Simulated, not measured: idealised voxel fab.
The document below concerns the process module designated voxel spacer lines.
Section cut is 285 nm wide and gridded with 5 nm square cells.
We lay out every cross-section as a grid of square cells and spell it out in bands from the top down, where one band means one or more rows of cells.
The entry gives the band's vertical extent as a top height and a bottom height in nm, then its horizontal make-up as materials from left to right, each with a width in nm. "air" stands for empty space; a single material marked "edge to edge" fills the band edge to edge.
Height reference: 0 = level under which incoming wafer is all one material. Lowest band: no bottom, runs on downward, e.g. "z 0 and below".
It should be noted that a width expressed as "30 to 40" varies in equal increments from row to row of cells within the band, taking the value of the first number at the top row and that of the second number at the bottom row.
"no change occurred" means the step left every cell of the cross-section as it was.
This entry, "Enclosed empty spaces", enumerates those empty regions of no fewer than 8 cells that possess no open connection to the top. Each region is reported in the form width x height at distance, the distance being taken from the left edge, with all three quantities expressed in nm.
after a step's settings: what the simulator itself notes on the step
overlay nm: how far to the right of its planned place the mask lay on this masked step (negative: to the left).

### Intended process steps
step 1: RECEIVE, material Si
step 2: CONFORMAL_DEP, material Al2O3, thk nm 10
step 3: DIRECTIONAL_DEP, material W, thk nm 10
step 4: DIRECTIONAL_DEP, material aC, thk nm 30
step 5: PATTERN, tone cover, mask id MANDREL, material resist, width nm 25, pitch nm 80, thk nm 35, overlay nm 0
step 6: DIRECTIONAL_ETCH, etch materials aC, depth nm 30
step 7: STRIP, etch materials resist
step 8: CONFORMAL_DEP, material SiO2, thk nm 15
step 9: DIRECTIONAL_ETCH, etch materials SiO2, depth nm 15
step 10: STRIP, etch materials aC
step 11: DIRECTIONAL_ETCH, etch materials W, depth nm 10
step 12: STRIP, etch materials SiO2

### Wafer at receipt (post step 1), cross-section
> z 0 and below: Si edge to edge
> Enclosed empty spaces: none

### Looking at the first of two wafers in cross-section at end of module - ran to plan
> z 20 to 10: 75 air | 15 W | 25 air | 15 W | 25 air | 15 W | 25 air | 15 W | 75 air
> z 10 to 0: Al2O3 edge to edge
> z 0 and below: Si edge to edge
> Enclosed empty spaces: none

### Now the second wafer, cross-sectioned at the end of the module. Nothing different at the start, nothing different in the plan compared with the first, just one mistake when it was actually run
> z 20 to 10: 75 air | 55 W | 25 air | 55 W | 75 air
> z 10 to 0: Al2O3 edge to edge
> z 0 and below: Si edge to edge
> Enclosed empty spaces: none
Run error: a sequencing error occurred in which plan steps 10 and 11 were transposed
Once processing is complete, comparing cell counts shows that the second wafer has more or fewer of certain materials than the first: W: 20 more
